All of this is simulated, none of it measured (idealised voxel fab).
Name of the process module below: voxel lift off
FYI the section here is cut, 265 nm wide, cells are 5 nm squares.
Format of a cross-section: grid, square cells. Given as bands. Order: top down. Band: one or more rows of cells. Heights first: top, then bottom, in nm. Then materials, left to right, each with a width in nm. "full width" on a single material: fills the band edge to edge. "empty": empty space. Height is counted from the level 0, under which the received wafer is composed throughout of one material. The lowest of the bands is not closed at the bottom but continues downward, in the notation "from 0 down". The width entry "30 to 40" should be interpreted row by row: the top row of cells in the band takes the first number, the bottom row takes the second number, and the change between adjacent rows is uniform throughout. Any step labelled "no alterations made" changed none of the cells in the cross-section. The entry "Closed internal voids" lists the empty spaces that cover at least 8 cells and have no open path to the top. Each is written as width x height at distance, where the distance is measured from the left edge and all three values are in nm. The remark found on a step's line after its settings is issued by the simulator itself and pertains to that step. overlay nm: mask right of planned place by this much (step with mask). Neg. = left.

THE PROCESS STEPS THAT WERE PLANNED ARE LISTED BELOW
1) RECEIVE [material Si]
2) CONFORMAL_DEP [material SiO2] [thk nm 5]
3) PATTERN [tone open] [mask id LINES] [material resist] [width nm 20] [pitch nm 50] [thk nm 30] [overlay nm 0]
4) DIRECTIONAL_DEP [material Ru] [thk nm 5]
5) STRIP [etch materials resist]
6) CONFORMAL_DEP [material SiO2] [thk nm 5]
Among the wafers covered here, the point of difference is the thk nm at step 4; their starting state is shared, and the plan presents the value of the first wafer.

CROSS-SECTION: THE FIRST OF SEVERAL WAFERS IN ITS AS-RECEIVED STATE, I.E. FOLLOWING STEP 1
  from 0 down = Si full width
  Closed internal voids: none

CROSS-SECTIONAL REPRESENTATION OF THE FIRST OF SEVERAL WAFERS AT THE END OF THE MODULE, I.E. AFTER ITS TERMINAL STEP, STEP 6
  from 15 to 10 = empty (90), then SiO2 (30), then empty (20), then SiO2 (30), then empty (95)
  from 10 to 5 = SiO2 (95), then Ru (20), then SiO2 (30), then Ru (20), then SiO2 (100)
  from 5 to 0 = SiO2 full width
  from 0 down = Si full width
  Closed internal voids: none

HERE WE CROSS-SECTIONED THE LAST OF THE WAFERS ONCE THE MODULE WAS DONE
  from 35 to 30 = empty (90), then SiO2 (30), then empty (20), then SiO2 (30), then empty (95)
  from 30 to 10 = empty (90), then SiO2 (5), then Ru (20), then SiO2 (5), then empty (20), then SiO2 (5), then Ru (20), then SiO2 (5), then empty (95)
  from 10 to 5 = SiO2 (95), then Ru (20), then SiO2 (30), then Ru (20), then SiO2 (100)
  from 5 to 0 = SiO2 full width
  from 0 down = Si full width
  Closed internal voids: none

THE TABLE BELOW HAS ONE ROW FOR EACH WAFER; A ROW SHOWS, AS OF THE END OF THE MODULE, HOW MANY CELLS OF EACH MATERIAL THE WAFER HAS GAINED, MARKED (+), OR LOST, MARKED (-), SINCE IT WAS RECEIVED, AND THEN THE WAFER'S CLOSED VOIDS
thk nm 5; +8 Ru; +110 SiO2; Closed internal voids: none
thk nm 10; +16 Ru; +114 SiO2; Closed internal voids: none
thk nm 15; +24 Ru; +118 SiO2; Closed internal voids: none
thk nm 20; +32 Ru; +122 SiO2; Closed internal voids: none
thk nm 25; +40 Ru; +126 SiO2; Closed internal voids: none
